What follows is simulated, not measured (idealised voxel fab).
voxel local oxidation: a process module
cross-section cut | 240 nm wide | cells 5 nm
A cross-section in this document is a grid of square cells, and it is written down as bands, the top band listed before the ones below it; a band is made up of one or more rows of cells.
Look at the band entry: it leads with the top's height and the bottom's height in nm. Then it lists the materials left to right, with a width in nm for each. The word "throughout" on a single material says that material fills the band edge to edge. The word "empty" is empty space.
The reference from which all heights are counted is 0, the level beneath which the as-received wafer is entirely one material; the lowest band, having no lower bound, proceeds downward and is written after the example "z 0 and below".
It should be noted that a width expressed as "30..40" varies in equal increments from row to row of cells within the band, taking the value of the first number at the top row and that of the second number at the bottom row.
"no alteration" means the step left every cell of the cross-section as it was.
"Cavities, sealed" lists enclosed empty spaces (at least 8 cells, no open path upward to the top), each as width x height at distance from the left edge, in nm.
Whatever follows a step's settings on its line is a remark the simulator itself makes about that step.
On any step carrying a mask, the "overlay nm" setting, if present on the step's line, tells how far right of its planned place the mask lay; negative values point to the left.

**This section lists the process steps that were planned**
1. RECEIVE | material Si
2. CONFORMAL_DEP | material SiO2 | thk nm 5
3. CONFORMAL_DEP | material SiN | thk nm 10
4. PATTERN | tone cover | mask id ACTIVE | material resist | width nm 95 | thk nm 15 | overlay nm 0
5. DIRECTIONAL_ETCH | etch materials SiN | depth nm 10
6. STRIP | etch materials resist
7. SELECTIVE_ETCH | etch materials SiO2 | depth nm 5
8. OXIDIZE | depth nm 10
9. STRIP | etch materials SiN

**Cross-section of the incoming wafer, state after step 1**
  z 0 and below = Si throughout
  Cavities, sealed: none

**Figure: cross-sectional view of the wafer upon completion of the module, processed from the initial state and according to the plan depicted above, with one error introduced during execution**
  z 5 to 0 = 75 of empty, then 85 of SiO2, then 80 of empty
  z 0 to -5 = 80 of SiO2, then 75 of Si, then 85 of SiO2
  z -5 and below = Si throughout
  Cavities, sealed: none
Deviation from plan: step 8 was not run as planned; what actually ran was OXIDIZE | depth nm 5
